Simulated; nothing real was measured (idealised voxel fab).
Documented hereafter: the process module known as voxel trench capacitor.
205 nm wide, 5 nm square cells: that's cross-section cut.
In what follows, cross-sections appear as grids of square cells, described through bands that run from the top down, where every band is one or more rows of cells. Top, bottom (nm), then materials left to right with widths (nm); lone material tagged "throughout" fills the whole band edge to edge; "air" = empty space. It should be noted that heights are counted from 0, beneath which the wafer as supplied is of one material throughout, and that the lowest band possesses no lower boundary but continues downward, as written in "0 nm and below". Quick explanation for "30..40": the width changes in equal steps down the rows of cells, from the first number in the band's top row to the second number in its bottom row. It should be understood that the words "nothing got changed", when stated for a given step, signify that the cross-section underwent no change in any of its cells during that step. Entrapped void list: empty space of 8 cells or more with no open way to the top, each as width x height at its distance from the left edge, in nm. Anything after a step's settings on that line? It's the simulator's own note about the step. The line of a step may include "overlay nm". On a step with a mask, this value is how far to the right of its planned place the mask lay. A negative value means the mask lay to the left. Pairs from here to the end. Each: cross-section before one process step, cross-section after it, the latter only as far down as the lowest band that changed. Under each: the step between, and its settings. Mind that the pairs may be taken from different runs of this module on the same starting wafer; whether a pair continues from the pair above depends on its entry headed "Before the process", and it does only where that entry says so.

Before the process
	0 nm and below = Si throughout
	Entrapped void list: none

Sectional Result
	5 nm to 0 nm = SiN throughout
	Below a height of 0, the structure has not been altered.
	Entrapped void list: none
Which operation links the two cross-sections above? CONFORMAL_DEP with material SiN, thk nm 5

Before the process: per the after cross-section of the pair just above.

Sectional Result
	15 nm to 5 nm = aC throughout
	Below a height of 5, the structure has not been altered.
	Entrapped void list: none
Which operation links the two cross-sections above? DIRECTIONAL_DEP with material aC, thk nm 10

Before the process: per the after cross-section of the pair just above.

Sectional Result
	45 nm to 15 nm = resist 65 nm; air 20 nm; resist 30 nm; air 20 nm; resist 70 nm
	Below a height of 15, the structure has not been altered.
	Entrapped void list: none
Which operation links the two cross-sections above? PATTERN with tone open, mask id TRENCH, material resist, width nm 20, pitch nm 50, thk nm 30, overlay nm 0

Before the process: per the after cross-section of the pair just above.

Sectional Result
	35 nm to 15 nm = resist 65 nm; air 20 nm; resist 30 nm; air 20 nm; resist 70 nm
	15 nm to 5 nm = aC 65 nm; air 20 nm; aC 30 nm; air 20 nm; aC 70 nm
	Below a height of 5, the structure has not been altered.
	Entrapped void list: none
Which operation links the two cross-sections above? DIRECTIONAL_ETCH with etch materials aC, depth nm 10

Before the process: per the after cross-section of the pair just above.

Sectional Result
	15 nm to 5 nm = aC 65 nm; air 20 nm; aC 30 nm; air 20 nm; aC 70 nm
	Below a height of 5, the structure has not been altered.
	Entrapped void list: none
Which operation links the two cross-sections above? STRIP with etch materials resist

Before the process: per the after cross-section of the pair just above.

Sectional Result
	15 nm to 5 nm = aC 65 nm; air 20 nm; aC 30 nm; air 20 nm; aC 70 nm
	5 nm to 0 nm = SiN 65 nm; air 20 nm; SiN 30 nm; air 20 nm; SiN 70 nm
	Below a height of 0, the structure has not been altered.
	Entrapped void list: none
Which operation links the two cross-sections above? DIRECTIONAL_ETCH with etch materials SiN, depth nm 5

Before the process: per the after cross-section of the pair just above.

Sectional Result
	15 nm to 5 nm = aC 65 nm; air 20 nm; aC 30 nm; air 20 nm; aC 70 nm
	5 nm to 0 nm = SiN 65 nm; air 20 nm; SiN 30 nm; air 20 nm; SiN 70 nm
	0 nm to -25 nm = Si 65 nm; air 20 nm; Si 30 nm; air 20 nm; Si 70 nm
	Below a height of -25, the structure has not been altered.
	Entrapped void list: none
Which operation links the two cross-sections above? DIRECTIONAL_ETCH with etch materials Si, depth nm 25

Before the process: per the after cross-section of the pair just above.

Sectional Result
	5 nm to 0 nm = SiN 65 nm; air 20 nm; SiN 30 nm; air 20 nm; SiN 70 nm
	Below a height of 0, the structure has not been altered.
	Entrapped void list: none
Which operation links the two cross-sections above? STRIP with etch materials aC

Before the process: per the after cross-section of the pair just above.

Sectional Result
	10 nm to 5 nm = Al2O3 70 nm; air 10 nm; Al2O3 40 nm; air 10 nm; Al2O3 75 nm
	5 nm to 0 nm = SiN 65 nm; Al2O3 5 nm; air 10 nm; Al2O3 5 nm; SiN 30 nm; Al2O3 5 nm; air 10 nm; Al2O3 5 nm; SiN 70 nm
	0 nm to -20 nm = Si 65 nm; Al2O3 5 nm; air 10 nm; Al2O3 5 nm; Si 30 nm; Al2O3 5 nm; air 10 nm; Al2O3 5 nm; Si 70 nm
	-20 nm to -25 nm = Si 65 nm; Al2O3 20 nm; Si 30 nm; Al2O3 20 nm; Si 70 nm
	Below a height of -25, the structure has not been altered.
	Entrapped void list: none
Which operation links the two cross-sections above? CONFORMAL_DEP with material Al2O3, thk nm 5

Before the process: per the after cross-section of the pair just above.

Sectional Result
	15 nm to 10 nm = polySi throughout
	10 nm to 5 nm = Al2O3 70 nm; polySi 10 nm; Al2O3 40 nm; polySi 10 nm; Al2O3 75 nm
	5 nm to 0 nm = SiN 65 nm; Al2O3 5 nm; polySi 10 nm; Al2O3 5 nm; SiN 30 nm; Al2O3 5 nm; polySi 10 nm; Al2O3 5 nm; SiN 70 nm
	0 nm to -20 nm = Si 65 nm; Al2O3 5 nm; polySi 10 nm; Al2O3 5 nm; Si 30 nm; Al2O3 5 nm; polySi 10 nm; Al2O3 5 nm; Si 70 nm
	Below a height of -20, the structure has not been altered.
	Entrapped void list: none
Which operation links the two cross-sections above? FILL_DEP with material polySi, thk nm 5

Before the process: per the after cross-section of the pair just above.

Sectional Result
	5 nm to 0 nm = SiN 65 nm; Al2O3 5 nm; polySi 10 nm; Al2O3 5 nm; SiN 30 nm; Al2O3 5 nm; polySi 10 nm; Al2O3 5 nm; SiN 70 nm
	Below a height of 0, the structure has not been altered.
	Entrapped void list: none
Which operation links the two cross-sections above? CMP with height nm 5

Before the process
	35 nm to 15 nm = resist 65 nm; air 20 nm; resist 30 nm; air 20 nm; resist 70 nm
	15 nm to 5 nm = aC 65 nm; air 20 nm; aC 30 nm; air 20 nm; aC 70 nm
	5 nm to 0 nm = SiN throughout
	0 nm and below = Si throughout
	Entrapped void list: none

Sectional Result
	35 nm to 15 nm = resist 65 nm; air 20 nm; resist 30 nm; air 20 nm; resist 70 nm
	15 nm to 5 nm = aC 65 nm; air 20 nm; aC 30 nm; air 20 nm; aC 70 nm
	5 nm to 0 nm = SiN 65 nm; air 20 nm; SiN 30 nm; air 20 nm; SiN 70 nm
	Below a height of 0, the structure has not been altered.
	Entrapped void list: none
Which operation links the two cross-sections above? DIRECTIONAL_ETCH with etch materials SiN, depth nm 5

Before the process: per the after cross-section of the pair just above.

Sectional Result
	35 nm to 15 nm = resist 65 nm; air 20 nm; resist 30 nm; air 20 nm; resist 70 nm
	15 nm to 5 nm = aC 65 nm; air 20 nm; aC 30 nm; air 20 nm; aC 70 nm
	5 nm to 0 nm = SiN 65 nm; air 20 nm; SiN 30 nm; air 20 nm; SiN 70 nm
	0 nm to -25 nm = Si 65 nm; air 20 nm; Si 30 nm; air 20 nm; Si 70 nm
	Below a height of -25, the structure has not been altered.
	Entrapped void list: none
Which operation links the two cross-sections above? DIRECTIONAL_ETCH with etch materials Si, depth nm 25

Before the process: per the after cross-section of the pair just above.

Sectional Result
	5 nm to 0 nm = SiN 65 nm; air 20 nm; SiN 30 nm; air 20 nm; SiN 70 nm
	Below a height of 0, the structure has not been altered.
	Entrapped void list: none
Which operation links the two cross-sections above? STRIP with etch materials aC

Before the process
	15 nm to 5 nm = aC 65 nm; air 20 nm; aC 30 nm; air 20 nm; aC 70 nm
	5 nm to 0 nm = SiN 65 nm; air 20 nm; SiN 30 nm; air 20 nm; SiN 70 nm
	0 nm to -25 nm = Si 65 nm; air 20 nm; Si 30 nm; air 20 nm; Si 70 nm
	-25 nm and below = Si throughout
	Entrapped void list: none

Sectional Result
	15 nm to 5 nm = aC 65 nm; air 20 nm; aC 30 nm; air 20 nm; aC 70 nm
	5 nm to 0 nm = SiN 65 nm; air 20 nm; SiN 30 nm; air 20 nm; SiN 70 nm
	0 nm to -50 nm = Si 65 nm; air 20 nm; Si 30 nm; air 20 nm; Si 70 nm
	Below a height of -50, the structure has not been altered.
	Entrapped void list: none
Which operation links the two cross-sections above? DIRECTIONAL_ETCH with etch materials Si, depth nm 25

Before the process: per the after cross-section of the pair just above.

Sectional Result
	5 nm to 0 nm = SiN 65 nm; air 20 nm; SiN 30 nm; air 20 nm; SiN 70 nm
	Below a height of 0, the structure has not been altered.
	Entrapped void list: none
Which operation links the two cross-sections above? STRIP with etch materials aC

Before the process: per the after cross-section of the pair just above.

Sectional Result
	10 nm to 5 nm = Al2O3 70 nm; air 10 nm; Al2O3 40 nm; air 10 nm; Al2O3 75 nm
	5 nm to 0 nm = SiN 65 nm; Al2O3 5 nm; air 10 nm; Al2O3 5 nm; SiN 30 nm; Al2O3 5 nm; air 10 nm; Al2O3 5 nm; SiN 70 nm
	0 nm to -45 nm = Si 65 nm; Al2O3 5 nm; air 10 nm; Al2O3 5 nm; Si 30 nm; Al2O3 5 nm; air 10 nm; Al2O3 5 nm; Si 70 nm
	-45 nm to -50 nm = Si 65 nm; Al2O3 20 nm; Si 30 nm; Al2O3 20 nm; Si 70 nm
	Below a height of -50, the structure has not been altered.
	Entrapped void list: none
Which operation links the two cross-sections above? CONFORMAL_DEP with material Al2O3, thk nm 5

Before the process: per the after cross-section of the pair just above.

Sectional Result
	15 nm to 10 nm = polySi throughout
	10 nm to 5 nm = Al2O3 70 nm; polySi 10 nm; Al2O3 40 nm; polySi 10 nm; Al2O3 75 nm
	5 nm to 0 nm = SiN 65 nm; Al2O3 5 nm; polySi 10 nm; Al2O3 5 nm; SiN 30 nm; Al2O3 5 nm; polySi 10 nm; Al2O3 5 nm; SiN 70 nm
	0 nm to -45 nm = Si 65 nm; Al2O3 5 nm; polySi 10 nm; Al2O3 5 nm; Si 30 nm; Al2O3 5 nm; polySi 10 nm; Al2O3 5 nm; Si 70 nm
	Below a height of -45, the structure has not been altered.
	Entrapped void list: none
Which operation links the two cross-sections above? FILL_DEP with material polySi, thk nm 5

Before the process: per the after cross-section of the pair just above.

Sectional Result
	5 nm to 0 nm = SiN 65 nm; Al2O3 5 nm; polySi 10 nm; Al2O3 5 nm; SiN 30 nm; Al2O3 5 nm; polySi 10 nm; Al2O3 5 nm; SiN 70 nm
	Below a height of 0, the structure has not been altered.
	Entrapped void list: none
Which operation links the two cross-sections above? CMP with height nm 5

Before the process
	15 nm to 5 nm = aC 65 nm; air 20 nm; aC 30 nm; air 20 nm; aC 70 nm
	5 nm to 0 nm = SiN 65 nm; air 20 nm; SiN 30 nm; air 20 nm; SiN 70 nm
	0 nm to -25 nm = Si 65 nm; air 20 nm; Si 30 nm; air 20 nm; Si 70 nm
	-25 nm and below = Si throughout
	Entrapped void list: none

Sectional Result
	20 nm to 15 nm = Al2O3 70 nm; air 10 nm; Al2O3 40 nm; air 10 nm; Al2O3 75 nm
	15 nm to 5 nm = aC 65 nm; Al2O3 5 nm; air 10 nm; Al2O3 5 nm; aC 30 nm; Al2O3 5 nm; air 10 nm; Al2O3 5 nm; aC 70 nm
	5 nm to 0 nm = SiN 65 nm; Al2O3 5 nm; air 10 nm; Al2O3 5 nm; SiN 30 nm; Al2O3 5 nm; air 10 nm; Al2O3 5 nm; SiN 70 nm
	0 nm to -20 nm = Si 65 nm; Al2O3 5 nm; air 10 nm; Al2O3 5 nm; Si 30 nm; Al2O3 5 nm; air 10 nm; Al2O3 5 nm; Si 70 nm
	-20 nm to -25 nm = Si 65 nm; Al2O3 20 nm; Si 30 nm; Al2O3 20 nm; Si 70 nm
	Below a height of -25, the structure has not been altered.
	Entrapped void list: none
Which operation links the two cross-sections above? CONFORMAL_DEP with material Al2O3, thk nm 5

Before the process: per the after cross-section of the pair just above.

Sectional Result
	25 nm to 20 nm = polySi throughout
	20 nm to 15 nm = Al2O3 70 nm; polySi 10 nm; Al2O3 40 nm; polySi 10 nm; Al2O3 75 nm
	15 nm to 5 nm = aC 65 nm; Al2O3 5 nm; polySi 10 nm; Al2O3 5 nm; aC 30 nm; Al2O3 5 nm; polySi 10 nm; Al2O3 5 nm; aC 70 nm
	5 nm to 0 nm = SiN 65 nm; Al2O3 5 nm; polySi 10 nm; Al2O3 5 nm; SiN 30 nm; Al2O3 5 nm; polySi 10 nm; Al2O3 5 nm; SiN 70 nm
	0 nm to -20 nm = Si 65 nm; Al2O3 5 nm; polySi 10 nm; Al2O3 5 nm; Si 30 nm; Al2O3 5 nm; polySi 10 nm; Al2O3 5 nm; Si 70 nm
	Below a height of -20, the structure has not been altered.
	Entrapped void list: none
Which operation links the two cross-sections above? FILL_DEP with material polySi, thk nm 5

Before the process: per the after cross-section of the pair just above.

Sectional Result
	5 nm to 0 nm = SiN 65 nm; Al2O3 5 nm; polySi 10 nm; Al2O3 5 nm; SiN 30 nm; Al2O3 5 nm; polySi 10 nm; Al2O3 5 nm; SiN 70 nm
	Below a height of 0, the structure has not been altered.
	Entrapped void list: none
Which operation links the two cross-sections above? CMP with height nm 5

Before the process
	15 nm to 10 nm = polySi throughout
	10 nm to 5 nm = Al2O3 70 nm; polySi 10 nm; Al2O3 40 nm; polySi 10 nm; Al2O3 75 nm
	5 nm to 0 nm = SiN 65 nm; Al2O3 5 nm; polySi 10 nm; Al2O3 5 nm; SiN 30 nm; Al2O3 5 nm; polySi 10 nm; Al2O3 5 nm; SiN 70 nm
	0 nm to -20 nm = Si 65 nm; Al2O3 5 nm; polySi 10 nm; Al2O3 5 nm; Si 30 nm; Al2O3 5 nm; polySi 10 nm; Al2O3 5 nm; Si 70 nm
	-20 nm to -25 nm = Si 65 nm; Al2O3 20 nm; Si 30 nm; Al2O3 20 nm; Si 70 nm
	-25 nm and below = Si throughout
	Entrapped void list: none

Sectional Result
	-5 nm to -20 nm = Si 65 nm; Al2O3 5 nm; polySi 10 nm; Al2O3 5 nm; Si 30 nm; Al2O3 5 nm; polySi 10 nm; Al2O3 5 nm; Si 70 nm
	Below a height of -20, the structure has not been altered.
	Entrapped void list: none
Which operation links the two cross-sections above? CMP with height nm -5

Before the process
	15 nm to 5 nm = aC throughout
	5 nm to 0 nm = SiN throughout
	0 nm and below = Si throughout
	Entrapped void list: none

Sectional Result
	45 nm to 15 nm = resist 65 nm; air 25 nm; resist 25 nm; air 25 nm; resist 65 nm
	Below a height of 15, the structure has not been altered.
	Entrapped void list: none
Which operation links the two cross-sections above? PATTERN with tone open, mask id TRENCH, material resist, width nm 25, pitch nm 50, thk nm 30, overlay nm 0

Before the process: per the after cross-section of the pair just above.

Sectional Result
	35 nm to 15 nm = resist 65 nm; air 25 nm; resist 25 nm; air 25 nm; resist 65 nm
	15 nm to 5 nm = aC 65 nm; air 25 nm; aC 25 nm; air 25 nm; aC 65 nm
	Below a height of 5, the structure has not been altered.
	Entrapped void list: none
Which operation links the two cross-sections above? DIRECTIONAL_ETCH with etch materials aC, depth nm 10

Before the process: per the after cross-section of the pair just above.

Sectional Result
	15 nm to 5 nm = aC 65 nm; air 25 nm; aC 25 nm; air 25 nm; aC 65 nm
	Below a height of 5, the structure has not been altered.
	Entrapped void list: none
Which operation links the two cross-sections above? STRIP with etch materials resist

Before the process: per the after cross-section of the pair just above.

Sectional Result
	15 nm to 5 nm = aC 65 nm; air 25 nm; aC 25 nm; air 25 nm; aC 65 nm
	5 nm to 0 nm = SiN 65 nm; air 25 nm; SiN 25 nm; air 25 nm; SiN 65 nm
	Below a height of 0, the structure has not been altered.
	Entrapped void list: none
Which operation links the two cross-sections above? DIRECTIONAL_ETCH with etch materials SiN, depth nm 5

Before the process: per the after cross-section of the pair just above.

Sectional Result
	15 nm to 5 nm = aC 65 nm; air 25 nm; aC 25 nm; air 25 nm; aC 65 nm
	5 nm to 0 nm = SiN 65 nm; air 25 nm; SiN 25 nm; air 25 nm; SiN 65 nm
	0 nm to -25 nm = Si 65 nm; air 25 nm; Si 25 nm; air 25 nm; Si 65 nm
	Below a height of -25, the structure has not been altered.
	Entrapped void list: none
Which operation links the two cross-sections above? DIRECTIONAL_ETCH with etch materials Si, depth nm 25

Before the process: per the after cross-section of the pair just above.

Sectional Result
	5 nm to 0 nm = SiN 65 nm; air 25 nm; SiN 25 nm; air 25 nm; SiN 65 nm
	Below a height of 0, the structure has not been altered.
	Entrapped void list: none
Which operation links the two cross-sections above? STRIP with etch materials aC

Before the process: per the after cross-section of the pair just above.

Sectional Result
	10 nm to 5 nm = Al2O3 70 nm; air 15 nm; Al2O3 35 nm; air 15 nm; Al2O3 70 nm
	5 nm to 0 nm = SiN 65 nm; Al2O3 5 nm; air 15 nm; Al2O3 5 nm; SiN 25 nm; Al2O3 5 nm; air 15 nm; Al2O3 5 nm; SiN 65 nm
	0 nm to -20 nm = Si 65 nm; Al2O3 5 nm; air 15 nm; Al2O3 5 nm; Si 25 nm; Al2O3 5 nm; air 15 nm; Al2O3 5 nm; Si 65 nm
	-20 nm to -25 nm = Si 65 nm; Al2O3 25 nm; Si 25 nm; Al2O3 25 nm; Si 65 nm
	Below a height of -25, the structure has not been altered.
	Entrapped void list: none
Which operation links the two cross-sections above? CONFORMAL_DEP with material Al2O3, thk nm 5

Before the process: per the after cross-section of the pair just above.

Sectional Result
	15 nm to 10 nm = polySi throughout
	10 nm to 5 nm = Al2O3 70 nm; polySi 15 nm; Al2O3 35 nm; polySi 15 nm; Al2O3 70 nm
	5 nm to 0 nm = SiN 65 nm; Al2O3 5 nm; polySi 15 nm; Al2O3 5 nm; SiN 25 nm; Al2O3 5 nm; polySi 15 nm; Al2O3 5 nm; SiN 65 nm
	0 nm to -20 nm = Si 65 nm; Al2O3 5 nm; polySi 15 nm; Al2O3 5 nm; Si 25 nm; Al2O3 5 nm; polySi 15 nm; Al2O3 5 nm; Si 65 nm
	Below a height of -20, the structure has not been altered.
	Entrapped void list: none
Which operation links the two cross-sections above? FILL_DEP with material polySi, thk nm 5

Before the process: per the after cross-section of the pair just above.

Sectional Result
	5 nm to 0 nm = SiN 65 nm; Al2O3 5 nm; polySi 15 nm; Al2O3 5 nm; SiN 25 nm; Al2O3 5 nm; polySi 15 nm; Al2O3 5 nm; SiN 65 nm
	Below a height of 0, the structure has not been altered.
	Entrapped void list: none
Which operation links the two cross-sections above? CMP with height nm 5

Before the process
	15 nm to 5 nm = aC throughout
	5 nm to 0 nm = SiN throughout
	0 nm and below = Si throughout
	Entrapped void list: none

Sectional Result
	45 nm to 15 nm = resist 75 nm; air 20 nm; resist 30 nm; air 20 nm; resist 60 nm
	Below a height of 15, the structure has not been altered.
	Entrapped void list: none
Which operation links the two cross-sections above? PATTERN with tone open, mask id TRENCH, material resist, width nm 20, pitch nm 50, thk nm 30, overlay nm 10

Before the process: per the after cross-section of the pair just above.

Sectional Result
	35 nm to 15 nm = resist 75 nm; air 20 nm; resist 30 nm; air 20 nm; resist 60 nm
	15 nm to 5 nm = aC 75 nm; air 20 nm; aC 30 nm; air 20 nm; aC 60 nm
	Below a height of 5, the structure has not been altered.
	Entrapped void list: none
Which operation links the two cross-sections above? DIRECTIONAL_ETCH with etch materials aC, depth nm 10

Before the process: per the after cross-section of the pair just above.

Sectional Result
	15 nm to 5 nm = aC 75 nm; air 20 nm; aC 30 nm; air 20 nm; aC 60 nm
	Below a height of 5, the structure has not been altered.
	Entrapped void list: none
Which operation links the two cross-sections above? STRIP with etch materials resist

Before the process: per the after cross-section of the pair just above.

Sectional Result
	15 nm to 5 nm = aC 75 nm; air 20 nm; aC 30 nm; air 20 nm; aC 60 nm
	5 nm to 0 nm = SiN 75 nm; air 20 nm; SiN 30 nm; air 20 nm; SiN 60 nm
	Below a height of 0, the structure has not been altered.
	Entrapped void list: none
Which operation links the two cross-sections above? DIRECTIONAL_ETCH with etch materials SiN, depth nm 5

Before the process: per the after cross-section of the pair just above.

Sectional Result
	15 nm to 5 nm = aC 75 nm; air 20 nm; aC 30 nm; air 20 nm; aC 60 nm
	5 nm to 0 nm = SiN 75 nm; air 20 nm; SiN 30 nm; air 20 nm; SiN 60 nm
	0 nm to -25 nm = Si 75 nm; air 20 nm; Si 30 nm; air 20 nm; Si 60 nm
	Below a height of -25, the structure has not been altered.
	Entrapped void list: none
Which operation links the two cross-sections above? DIRECTIONAL_ETCH with etch materials Si, depth nm 25

Before the process: per the after cross-section of the pair just above.

Sectional Result
	5 nm to 0 nm = SiN 75 nm; air 20 nm; SiN 30 nm; air 20 nm; SiN 60 nm
	Below a height of 0, the structure has not been altered.
	Entrapped void list: none
Which operation links the two cross-sections above? STRIP with etch materials aC

Before the process: per the after cross-section of the pair just above.

Sectional Result
	10 nm to 5 nm = Al2O3 80 nm; air 10 nm; Al2O3 40 nm; air 10 nm; Al2O3 65 nm
	5 nm to 0 nm = SiN 75 nm; Al2O3 5 nm; air 10 nm; Al2O3 5 nm; SiN 30 nm; Al2O3 5 nm; air 10 nm; Al2O3 5 nm; SiN 60 nm
	0 nm to -20 nm = Si 75 nm; Al2O3 5 nm; air 10 nm; Al2O3 5 nm; Si 30 nm; Al2O3 5 nm; air 10 nm; Al2O3 5 nm; Si 60 nm
	-20 nm to -25 nm = Si 75 nm; Al2O3 20 nm; Si 30 nm; Al2O3 20 nm; Si 60 nm
	Below a height of -25, the structure has not been altered.
	Entrapped void list: none
Which operation links the two cross-sections above? CONFORMAL_DEP with material Al2O3, thk nm 5

Before the process: per the after cross-section of the pair just above.

Sectional Result
	15 nm to 10 nm = polySi throughout
	10 nm to 5 nm = Al2O3 80 nm; polySi 10 nm; Al2O3 40 nm; polySi 10 nm; Al2O3 65 nm
	5 nm to 0 nm = SiN 75 nm; Al2O3 5 nm; polySi 10 nm; Al2O3 5 nm; SiN 30 nm; Al2O3 5 nm; polySi 10 nm; Al2O3 5 nm; SiN 60 nm
	0 nm to -20 nm = Si 75 nm; Al2O3 5 nm; polySi 10 nm; Al2O3 5 nm; Si 30 nm; Al2O3 5 nm; polySi 10 nm; Al2O3 5 nm; Si 60 nm
	Below a height of -20, the structure has not been altered.
	Entrapped void list: none
Which operation links the two cross-sections above? FILL_DEP with material polySi, thk nm 5

Before the process: per the after cross-section of the pair just above.

Sectional Result
	5 nm to 0 nm = SiN 75 nm; Al2O3 5 nm; polySi 10 nm; Al2O3 5 nm; SiN 30 nm; Al2O3 5 nm; polySi 10 nm; Al2O3 5 nm; SiN 60 nm
	Below a height of 0, the structure has not been altered.
	Entrapped void list: none
Which operation links the two cross-sections above? CMP with height nm 5

Before the process
	0 nm and below = Si throughout
	Entrapped void list: none

Sectional Result
	5 nm to 0 nm = polySi throughout
	Below a height of 0, the structure has not been altered.
	Entrapped void list: none
Which operation links the two cross-sections above? CONFORMAL_DEP with material polySi, thk nm 5

Before the process: per the after cross-section of the pair just above.

Sectional Result
	15 nm to 5 nm = aC throughout
	Below a height of 5, the structure has not been altered.
	Entrapped void list: none
Which operation links the two cross-sections above? DIRECTIONAL_DEP with material aC, thk nm 10

Before the process: per the after cross-section of the pair just above.

Sectional Result
	45 nm to 15 nm = resist 65 nm; air 20 nm; resist 30 nm; air 20 nm; resist 70 nm
	Below a height of 15, the structure has not been altered.
	Entrapped void list: none
Which operation links the two cross-sections above? PATTERN with tone open, mask id TRENCH, material resist, width nm 20, pitch nm 50, thk nm 30, overlay nm 0

Before the process: per the after cross-section of the pair just above.

Sectional Result
	35 nm to 15 nm = resist 65 nm; air 20 nm; resist 30 nm; air 20 nm; resist 70 nm
	15 nm to 5 nm = aC 65 nm; air 20 nm; aC 30 nm; air 20 nm; aC 70 nm
	Below a height of 5, the structure has not been altered.
	Entrapped void list: none
Which operation links the two cross-sections above? DIRECTIONAL_ETCH with etch materials aC, depth nm 10

Before the process: per the after cross-section of the pair just above.

Sectional Result
	15 nm to 5 nm = aC 65 nm; air 20 nm; aC 30 nm; air 20 nm; aC 70 nm
	Below a height of 5, the structure has not been altered.
	Entrapped void list: none
Which operation links the two cross-sections above? STRIP with etch materials resist

Before the process: per the after cross-section of the pair just above.

Sectional Result
	15 nm to 5 nm = aC 65 nm; air 20 nm; aC 30 nm; air 20 nm; aC 70 nm
	5 nm to 0 nm = polySi 65 nm; air 20 nm; polySi 30 nm; air 20 nm; polySi 70 nm
	0 nm to -20 nm = Si 65 nm; air 20 nm; Si 30 nm; air 20 nm; Si 70 nm
	Below a height of -20, the structure has not been altered.
	Entrapped void list: none
Which operation links the two cross-sections above? DIRECTIONAL_ETCH with etch materials Si, depth nm 25

Before the process: per the after cross-section of the pair just above.

Sectional Result
	5 nm to 0 nm = polySi 65 nm; air 20 nm; polySi 30 nm; air 20 nm; polySi 70 nm
	Below a height of 0, the structure has not been altered.
	Entrapped void list: none
Which operation links the two cross-sections above? STRIP with etch materials aC

Before the process: per the after cross-section of the pair just above.

Sectional Result
	10 nm to 5 nm = Al2O3 70 nm; air 10 nm; Al2O3 40 nm; air 10 nm; Al2O3 75 nm
	5 nm to 0 nm = polySi 65 nm; Al2O3 5 nm; air 10 nm; Al2O3 5 nm; polySi 30 nm; Al2O3 5 nm; air 10 nm; Al2O3 5 nm; polySi 70 nm
	0 nm to -15 nm = Si 65 nm; Al2O3 5 nm; air 10 nm; Al2O3 5 nm; Si 30 nm; Al2O3 5 nm; air 10 nm; Al2O3 5 nm; Si 70 nm
	-15 nm to -20 nm = Si 65 nm; Al2O3 20 nm; Si 30 nm; Al2O3 20 nm; Si 70 nm
	Below a height of -20, the structure has not been altered.
	Entrapped void list: none
Which operation links the two cross-sections above? CONFORMAL_DEP with material Al2O3, thk nm 5

Before the process: per the after cross-section of the pair just above.

Sectional Result
	15 nm to 10 nm = polySi throughout
	10 nm to 5 nm = Al2O3 70 nm; polySi 10 nm; Al2O3 40 nm; polySi 10 nm; Al2O3 75 nm
	5 nm to 0 nm = polySi 65 nm; Al2O3 5 nm; polySi 10 nm; Al2O3 5 nm; polySi 30 nm; Al2O3 5 nm; polySi 10 nm; Al2O3 5 nm; polySi 70 nm
	0 nm to -15 nm = Si 65 nm; Al2O3 5 nm; polySi 10 nm; Al2O3 5 nm; Si 30 nm; Al2O3 5 nm; polySi 10 nm; Al2O3 5 nm; Si 70 nm
	Below a height of -15, the structure has not been altered.
	Entrapped void list: none
Which operation links the two cross-sections above? FILL_DEP with material polySi, thk nm 5

Before the process: per the after cross-section of the pair just above.

Sectional Result
	5 nm to 0 nm = polySi 65 nm; Al2O3 5 nm; polySi 10 nm; Al2O3 5 nm; polySi 30 nm; Al2O3 5 nm; polySi 10 nm; Al2O3 5 nm; polySi 70 nm
	Below a height of 0, the structure has not been altered.
	Entrapped void list: none
Which operation links the two cross-sections above? CMP with height nm 5

Before the process
	15 nm to 5 nm = aC throughout
	5 nm to 0 nm = SiN throughout
	0 nm and below = Si throughout
	Entrapped void list: none

Sectional Result
	45 nm to 15 nm = air 65 nm; resist 20 nm; air 30 nm; resist 20 nm; air 70 nm
	Below a height of 15, the structure has not been altered.
	Entrapped void list: none
Which operation links the two cross-sections above? PATTERN with tone cover, mask id TRENCH, material resist, width nm 20, pitch nm 50, thk nm 30, overlay nm 0

Before the process: per the after cross-section of the pair just above.

Sectional Result
	35 nm to 15 nm = air 65 nm; resist 20 nm; air 30 nm; resist 20 nm; air 70 nm
	15 nm to 5 nm = air 65 nm; aC 20 nm; air 30 nm; aC 20 nm; air 70 nm
	Below a height of 5, the structure has not been altered.
	Entrapped void list: none
Which operation links the two cross-sections above? DIRECTIONAL_ETCH with etch materials aC, depth nm 10

Before the process: per the after cross-section of the pair just above.

Sectional Result
	15 nm to 5 nm = air 65 nm; aC 20 nm; air 30 nm; aC 20 nm; air 70 nm
	Below a height of 5, the structure has not been altered.
	Entrapped void list: none
Which operation links the two cross-sections above? STRIP with etch materials resist

Before the process: per the after cross-section of the pair just above.

Sectional Result
	15 nm to 5 nm = air 65 nm; aC 20 nm; air 30 nm; aC 20 nm; air 70 nm
	5 nm to 0 nm = air 65 nm; SiN 20 nm; air 30 nm; SiN 20 nm; air 70 nm
	Below a height of 0, the structure has not been altered.
	Entrapped void list: none
Which operation links the two cross-sections above? DIRECTIONAL_ETCH with etch materials SiN, depth nm 5

Before the process: per the after cross-section of the pair just above.

Sectional Result
	15 nm to 5 nm = air 65 nm; aC 20 nm; air 30 nm; aC 20 nm; air 70 nm
	5 nm to 0 nm = air 65 nm; SiN 20 nm; air 30 nm; SiN 20 nm; air 70 nm
	0 nm to -25 nm = air 65 nm; Si 20 nm; air 30 nm; Si 20 nm; air 70 nm
	Below a height of -25, the structure has not been altered.
	Entrapped void list: none
Which operation links the two cross-sections above? DIRECTIONAL_ETCH with etch materials Si, depth nm 25

Before the process: per the after cross-section of the pair just above.

Sectional Result
	5 nm to 0 nm = air 65 nm; SiN 20 nm; air 30 nm; SiN 20 nm; air 70 nm
	Below a height of 0, the structure has not been altered.
	Entrapped void list: none
Which operation links the two cross-sections above? STRIP with etch materials aC

Before the process: per the after cross-section of the pair just above.

Sectional Result
	10 nm to 5 nm = air 60 nm; Al2O3 30 nm; air 20 nm; Al2O3 30 nm; air 65 nm
	5 nm to 0 nm = air 60 nm; Al2O3 5 nm; SiN 20 nm; Al2O3 5 nm; air 20 nm; Al2O3 5 nm; SiN 20 nm; Al2O3 5 nm; air 65 nm
	0 nm to -20 nm = air 60 nm; Al2O3 5 nm; Si 20 nm; Al2O3 5 nm; air 20 nm; Al2O3 5 nm; Si 20 nm; Al2O3 5 nm; air 65 nm
	-20 nm to -25 nm = Al2O3 65 nm; Si 20 nm; Al2O3 30 nm; Si 20 nm; Al2O3 70 nm
	Below a height of -25, the structure has not been altered.
	Entrapped void list: none
Which operation links the two cross-sections above? CONFORMAL_DEP with material Al2O3, thk nm 5
